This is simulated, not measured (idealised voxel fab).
process module | voxel transistor to metal
cross-section cut | 140 nm wide | cells 5 nm
A cross-section is a grid of square cells, given in bands from the top down. A band is one or more rows of cells.
Each band's line starts with the height of the band's top and of its bottom, in nm. Then come its materials from left to right, each with its width in nm. One material with "throughout" fills the band from edge to edge. "air" is empty space.
Height 0 is the level under which the wafer as received is all one material. The lowest band goes on downwards, as in "0 down".
A width such as "30 to 40" changes by the same amount from each row of cells to the next, from the band's top row to its bottom row.
"no change" after a step means that no cell of the cross-section changed.
closed voids: empty space of 8 cells or more with no open way to the top, each as width x height at its distance from the left edge, in nm
after a step's settings: what the simulator itself notes on the step
overlay nm, on a step with a mask: how far to the right of its planned place the mask lay; to the left if negative
plan
1 op RECEIVE | material Si
2 op CONFORMAL_DEP | material SiO2 | thk nm 5
3 op CONFORMAL_DEP | material SiN | thk nm 10
4 op PATTERN | tone cover | mask id ACTIVE | material resist | width nm 100 | thk nm 15 | overlay nm 0
5 op DIRECTIONAL_ETCH | etch materials SiN | depth nm 10
6 op DIRECTIONAL_ETCH | etch materials SiO2 | depth nm 5
7 op DIRECTIONAL_ETCH | etch materials Si | depth nm 35
8 op STRIP | etch materials resist
9 op FILL_DEP | material SiO2 | thk nm 10
10 op CMP | height nm 15
11 op SELECTIVE_ETCH | etch materials SiO2 | depth nm 5
12 op STRIP | etch materials SiN
13 op SELECTIVE_ETCH | etch materials SiO2 | depth nm 5
14 op OXIDIZE | depth nm 5
15 op DIRECTIONAL_DEP | material polySi | thk nm 20
16 op DIRECTIONAL_DEP | material SiCN | thk nm 10
17 op PATTERN | tone cover | mask id GATE | material resist | width nm 30 | thk nm 20 | overlay nm 0
18 op DIRECTIONAL_ETCH | etch materials SiCN | depth nm 20
19 op DIRECTIONAL_ETCH | etch materials polySi | depth nm 30
20 op STRIP | etch materials resist
21 op CONFORMAL_DEP | material SiO2 | thk nm 5
22 op DIRECTIONAL_ETCH | etch materials SiO2 | depth nm 5
23 op CONFORMAL_DEP | material SiN | thk nm 10
24 op DIRECTIONAL_ETCH | etch materials SiN | depth nm 10
25 op DIRECTIONAL_ETCH | etch materials SiO2 | depth nm 5
26 op DIRECTIONAL_ETCH | etch materials Si | depth nm 15
27 op EPI | material nSi | thk nm 15
28 op FILL_DEP | material SiO2 | thk nm 10
29 op CMP | height nm 20
30 op STRIP | etch materials polySi
31 op SELECTIVE_ETCH | etch materials SiO2 | depth nm 5
32 op CONFORMAL_DEP | material HfO2 | thk nm 5
33 op CONFORMAL_DEP | material TiN | thk nm 5
34 op FILL_DEP | material W | thk nm 10
35 op CMP | height nm 15
36 op DIRECTIONAL_DEP | material SiO2 | thk nm 10
37 op MASKED_ETCH | tone open | mask id CONTACT | width nm 15 | pitch nm 75 | etch materials SiO2 | depth nm 15 | overlay nm 0
38 op CONFORMAL_DEP | material TiN | thk nm 5
39 op FILL_DEP | material Ru | thk nm 10
40 op CMP | height nm 25
41 op DIRECTIONAL_DEP | material TiN | thk nm 5
42 op DIRECTIONAL_DEP | material Ru | thk nm 25
43 op MASKED_ETCH | tone cover | mask id METAL_1 | width nm 15 | pitch nm 75 | etch materials Ru | depth nm 25 | overlay nm 0
44 op MASKED_ETCH | tone cover | mask id METAL_1 | width nm 15 | pitch nm 75 | etch materials TiN | depth nm 5 | overlay nm 0
45 op FILL_DEP | material lowk | thk nm 5
46 op CMP | height nm 55
47 op CONFORMAL_DEP | material SiCN | thk nm 5
48 op DIRECTIONAL_DEP | material SiO2 | thk nm 30
49 op DIRECTIONAL_DEP | material aC | thk nm 15
50 op PATTERN | tone open | mask id METAL_2 | material resist | width nm 15 | pitch nm 75 | thk nm 35 | overlay nm 0
51 op DIRECTIONAL_ETCH | etch materials aC | depth nm 15
52 op STRIP | etch materials resist
53 op DIRECTIONAL_ETCH | etch materials SiO2 | depth nm 15
54 op STRIP | etch materials aC
55 op PATTERN | tone open | mask id METAL_2_HOLES | material resist | width nm 15 | pitch nm 75 | thk nm 20 | overlay nm 0
56 op DIRECTIONAL_ETCH | etch materials SiO2 | depth nm 15
57 op DIRECTIONAL_ETCH | etch materials SiCN | depth nm 5
58 op STRIP | etch materials resist
59 op CONFORMAL_DEP | material TiN | thk nm 5
60 op FILL_DEP | material Cu | thk nm 5
61 op CMP | height nm 90
62 op CONFORMAL_DEP | material SiN | thk nm 5
as received, after step 1
  0 down: Si throughout
  closed voids: none
first wafer at the end, as planned
  95 to 90: SiN throughout
  90 to 60: SiO2 25 | TiN 5 | Cu 5 | TiN 5 | SiO2 60 | TiN 5 | Cu 5 | TiN 5 | SiO2 25
  60 to 55: SiCN 25 | TiN 15 | SiCN 60 | TiN 15 | SiCN 25
  55 to 30: lowk 25 | Ru 15 | lowk 60 | Ru 15 | lowk 25
  30 to 25: lowk 25 | TiN 15 | lowk 60 | TiN 15 | lowk 25
  25 to 15: SiO2 25 | TiN 5 | Ru 5 | TiN 5 | SiO2 60 | TiN 5 | Ru 5 | TiN 5 | SiO2 25
  15 to 10: SiO2 25 | TiN 15 | SiN 10 | HfO2 5 | TiN 5 | W 20 | TiN 5 | HfO2 5 | SiN 10 | TiN 15 | SiO2 25
  10 to 5: SiO2 25 | nSi 15 | SiN 10 | HfO2 5 | TiN 5 | W 20 | TiN 5 | HfO2 5 | SiN 10 | nSi 15 | SiO2 25
  5 to 0: SiO2 20 | SiN 10 | nSi 10 | SiN 10 | HfO2 5 | TiN 30 | HfO2 5 | SiN 10 | nSi 10 | SiN 10 | SiO2 20
  0 to -5: SiO2 30 | nSi 10 | SiO2 10 | HfO2 40 | SiO2 10 | nSi 10 | SiO2 30
  -5 to -20: SiO2 20 | Si 10 | nSi 10 | Si 60 | nSi 10 | Si 10 | SiO2 20
  -20 to -35: SiO2 20 | Si 100 | SiO2 20
  -35 down: Si throughout
  closed voids: none
second wafer at the end: like start, like plan, one mistake
  95 to 90: SiN throughout
  90 to 60: SiO2 25 | TiN 5 | Cu 5 | TiN 5 | SiO2 60 | TiN 5 | Cu 5 | TiN 5 | SiO2 25
  60 to 55: SiCN 25 | TiN 15 | SiCN 60 | TiN 15 | SiCN 25
  55 to 30: lowk 25 | Ru 15 | lowk 60 | Ru 15 | lowk 25
  30 to 25: lowk 25 | TiN 15 | lowk 60 | TiN 15 | lowk 25
  25 to 15: SiO2 25 | TiN 5 | Ru 5 | TiN 5 | SiO2 60 | TiN 5 | Ru 5 | TiN 5 | SiO2 25
  15 to 10: SiO2 25 | TiN 15 | SiN 10 | HfO2 5 | TiN 5 | W 20 | TiN 5 | HfO2 5 | SiN 10 | TiN 15 | SiO2 25
  10 to 5: SiO2 25 | nSi 15 | SiN 10 | HfO2 5 | TiN 5 | W 20 | TiN 5 | HfO2 5 | SiN 10 | nSi 15 | SiO2 25
  5 to 0: SiO2 20 | SiN 10 | nSi 10 | SiN 10 | HfO2 5 | TiN 30 | HfO2 5 | SiN 10 | nSi 10 | SiN 10 | SiO2 20
  0 to -5: SiO2 30 | nSi 10 | SiO2 10 | HfO2 40 | SiO2 10 | nSi 10 | SiO2 30
  -5 to -35: SiO2 20 | Si 10 | nSi 10 | Si 60 | nSi 10 | Si 10 | SiO2 20
  -35 down: Si throughout
  closed voids: none
what went wrong: step 26 was run twice
at the end the second wafer has, in cells: 12 fewer of Si | 12 more of nSi
